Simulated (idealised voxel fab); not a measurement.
The process module that follows is named voxel wiring stack.
Square cells of 5 nm make up the cross-section cut, whose width is 285 nm.
When this document writes out a cross-section, it uses a grid of square cells and lists it as bands, beginning at the top and moving down, with a band standing for one or more rows of cells. Heights first: top, then bottom, in nm. Then materials, left to right, each with a width in nm. "all across" on a single material: fills the band edge to edge. "air": empty space. Heads up on the height convention: 0 is the point under which the incoming wafer is all one material, and the lowest band has no bottom, it just keeps going down, like "from 0 down". Width: "30..40" (first number = top row, second number = bottom row, same change from row to row of cells). Step marked "no alteration"? Then no cell in the cross-section changed in it. Heads up: "Completely enclosed voids" only lists the empty pockets with no open path to the top that are 8 cells or more, and it writes them as width x height at distance, distance from the left edge, in nm. Read whatever lies past the settings on a step's line as the simulator's own remark about the step. Regarding "overlay nm": on a step with a mask, it is the distance the mask lay to the right of its planned place; a negative value places it to the left.

**This section lists the process steps that were planned**
1. RECEIVE [material Si]
2. CONFORMAL_DEP [material SiO2] [thk nm 15]
3. CONFORMAL_DEP [material SiCN] [thk nm 5]
4. DIRECTIONAL_DEP [material SiO2] [thk nm 25]
5. MASKED_ETCH [tone open] [mask id METAL_1] [width nm 25] [pitch nm 40] [etch materials SiO2] [depth nm 25] [overlay nm 0]
6. MASKED_ETCH [tone open] [mask id METAL_1] [width nm 25] [pitch nm 40] [etch materials SiCN] [depth nm 5] [overlay nm 0]
7. CONFORMAL_DEP [material TiN] [thk nm 5]
8. FILL_DEP [material Ru] [thk nm 10]
9. CMP [height nm 45]
10. EPI [material Ru] [thk nm 5]
11. FILL_DEP [material SiCN] [thk nm 5]
12. DIRECTIONAL_DEP [material lowk] [thk nm 35]
13. MASKED_ETCH [tone open] [mask id METAL_2] [width nm 25] [pitch nm 40] [etch materials lowk] [depth nm 20] [overlay nm 0]
14. MASKED_ETCH [tone open] [mask id METAL_2_HOLES] [width nm 15] [pitch nm 80] [etch materials lowk] [depth nm 15] [overlay nm 0]
15. MASKED_ETCH [tone open] [mask id METAL_2_HOLES] [width nm 15] [pitch nm 80] [etch materials SiCN] [depth nm 5] [overlay nm 0]
16. CONFORMAL_DEP [material TiN] [thk nm 5]
17. FILL_DEP [material Cu] [thk nm 5]
18. CMP [height nm 90]
19. CONFORMAL_DEP [material SiCN] [thk nm 5]
20. DIRECTIONAL_DEP [material SiO2] [thk nm 10]
21. DIRECTIONAL_DEP [material aC] [thk nm 15]
22. PATTERN [tone open] [mask id PLUG_2] [material resist] [width nm 15] [pitch nm 40] [thk nm 35] [overlay nm 0]
23. DIRECTIONAL_ETCH [etch materials aC] [depth nm 15]
24. STRIP [etch materials resist]
25. DIRECTIONAL_ETCH [etch materials SiO2] [depth nm 10]
26. DIRECTIONAL_ETCH [etch materials SiCN] [depth nm 5]
27. STRIP [etch materials aC]
28. EPI [material Ru] [thk nm 10]
29. EPI [material Ru] [thk nm 5]
30. CONFORMAL_DEP [material SiN] [thk nm 5]
31. DIRECTIONAL_DEP [material lowk] [thk nm 20]
32. DIRECTIONAL_DEP [material aC] [thk nm 10]
33. PATTERN [tone open] [mask id METAL_3] [material resist] [width nm 25] [pitch nm 40] [thk nm 30] [overlay nm 0]
34. DIRECTIONAL_ETCH [etch materials aC] [depth nm 10]
35. STRIP [etch materials resist]
36. DIRECTIONAL_ETCH [etch materials lowk] [depth nm 20]
37. DIRECTIONAL_ETCH [etch materials SiN] [depth nm 5]
38. STRIP [etch materials aC]
39. CONFORMAL_DEP [material TiN] [thk nm 5]
40. FILL_DEP [material W] [thk nm 10]
41. CMP [height nm 130]
42. CONFORMAL_DEP [material SiCN] [thk nm 5]
43. DIRECTIONAL_DEP [material lowk] [thk nm 15]
44. DIRECTIONAL_DEP [material aC] [thk nm 15]
45. PATTERN [tone open] [mask id PLUG_3] [material resist] [width nm 15] [pitch nm 80] [thk nm 35] [overlay nm 0]
46. DIRECTIONAL_ETCH [etch materials aC] [depth nm 15]
47. STRIP [etch materials resist]
48. DIRECTIONAL_ETCH [etch materials lowk] [depth nm 15]
49. DIRECTIONAL_ETCH [etch materials SiCN] [depth nm 5]
50. STRIP [etch materials aC]
51. EPI [material Ru] [thk nm 10]
52. EPI [material Ru] [thk nm 10]
53. DIRECTIONAL_DEP [material TiN] [thk nm 5]
54. DIRECTIONAL_DEP [material Ru] [thk nm 15]
55. MASKED_ETCH [tone cover] [mask id METAL_4] [width nm 25] [pitch nm 40] [etch materials Ru] [depth nm 15] [overlay nm 0]
56. MASKED_ETCH [tone cover] [mask id METAL_4] [width nm 25] [pitch nm 40] [etch materials TiN] [depth nm 5] [overlay nm 0]
57. CONFORMAL_DEP [material SiCN] [thk nm 5]
58. FILL_DEP [material lowk] [thk nm 10]
59. CMP [height nm 170]
60. CONFORMAL_DEP [material SiCN] [thk nm 5]

**Cross-section: wafer on arrival = after step 1**
> from 0 down | Si all across
> Completely enclosed voids: none

**The plan above was carried out on the starting structure above with one mistake, and this cross-section shows the wafer at the end of the module**
> from 175 to 170 | SiCN all across
> from 170 to 155 | lowk 65 nm, then SiCN 5 nm, then Ru 25 nm, then SiCN 5 nm, then lowk 5 nm, then SiCN 5 nm, then Ru 25 nm, then SiCN 5 nm, then lowk 5 nm, then SiCN 5 nm, then Ru 25 nm, then SiCN 5 nm, then lowk 5 nm, then SiCN 5 nm, then Ru 25 nm, then SiCN 5 nm, then lowk 65 nm
> from 155 to 150 | SiCN 70 nm, then TiN 25 nm, then SiCN 15 nm, then TiN 25 nm, then SiCN 15 nm, then TiN 25 nm, then SiCN 15 nm, then TiN 25 nm, then SiCN 70 nm
> from 150 to 135 | lowk 70 nm, then Ru 15 nm, then lowk 65 nm, then Ru 15 nm, then lowk 120 nm
> from 135 to 130 | SiCN 70 nm, then Ru 15 nm, then SiCN 65 nm, then Ru 15 nm, then SiCN 120 nm
> from 130 to 110 | lowk 70 nm, then TiN 5 nm, then W 15 nm, then TiN 5 nm, then lowk 15 nm, then TiN 5 nm, then W 15 nm, then TiN 5 nm, then lowk 15 nm, then TiN 5 nm, then W 15 nm, then TiN 5 nm, then lowk 15 nm, then TiN 5 nm, then W 15 nm, then TiN 5 nm, then lowk 70 nm
> from 110 to 105 | SiN 70 nm, then TiN 25 nm, then SiN 15 nm, then TiN 25 nm, then SiN 15 nm, then TiN 25 nm, then SiN 15 nm, then TiN 25 nm, then SiN 70 nm
> from 105 to 95 | SiO2 70 nm, then SiN 5 nm, then TiN 5 nm, then SiN 5 nm, then SiO2 25 nm, then SiN 5 nm, then TiN 5 nm, then SiN 5 nm, then SiO2 25 nm, then SiN 5 nm, then TiN 5 nm, then SiN 5 nm, then SiO2 25 nm, then SiN 5 nm, then TiN 5 nm, then SiN 5 nm, then SiO2 80 nm
> from 95 to 90 | SiCN 70 nm, then Ru 15 nm, then SiCN 25 nm, then Ru 15 nm, then SiCN 25 nm, then Ru 15 nm, then SiCN 25 nm, then Ru 15 nm, then SiCN 80 nm
> from 90 to 75 | lowk 70 nm, then TiN 5 nm, then Cu 15 nm, then TiN 5 nm, then lowk 15 nm, then TiN 5 nm, then Cu 15 nm, then TiN 5 nm, then lowk 15 nm, then TiN 5 nm, then Cu 15 nm, then TiN 5 nm, then lowk 15 nm, then TiN 5 nm, then Cu 15 nm, then TiN 5 nm, then lowk 70 nm
> from 75 to 70 | lowk 70 nm, then TiN 5 nm, then Cu 5 nm, then TiN 15 nm, then lowk 15 nm, then TiN 25 nm, then lowk 15 nm, then TiN 5 nm, then Cu 5 nm, then TiN 15 nm, then lowk 15 nm, then TiN 25 nm, then lowk 70 nm
> from 70 to 55 | lowk 70 nm, then TiN 5 nm, then Cu 5 nm, then TiN 5 nm, then lowk 65 nm, then TiN 5 nm, then Cu 5 nm, then TiN 5 nm, then lowk 120 nm
> from 55 to 50 | SiCN 70 nm, then TiN 15 nm, then SiCN 65 nm, then TiN 15 nm, then SiCN 120 nm
> from 50 to 45 | SiCN 65 nm, then Ru 35 nm, then SiCN 5 nm, then Ru 35 nm, then SiCN 5 nm, then Ru 35 nm, then SiCN 5 nm, then Ru 35 nm, then SiCN 65 nm
> from 45 to 20 | SiO2 70 nm, then TiN 5 nm, then Ru 15 nm, then TiN 5 nm, then SiO2 15 nm, then TiN 5 nm, then Ru 15 nm, then TiN 5 nm, then SiO2 15 nm, then TiN 5 nm, then Ru 15 nm, then TiN 5 nm, then SiO2 15 nm, then TiN 5 nm, then Ru 15 nm, then TiN 5 nm, then SiO2 70 nm
> from 20 to 15 | SiCN 70 nm, then TiN 25 nm, then SiCN 15 nm, then TiN 25 nm, then SiCN 15 nm, then TiN 25 nm, then SiCN 15 nm, then TiN 25 nm, then SiCN 70 nm
> from 15 to 0 | SiO2 all across
> from 0 down | Si all across
> Completely enclosed voids: none
The plan and the run diverged here: plan step 28: skipped, not run
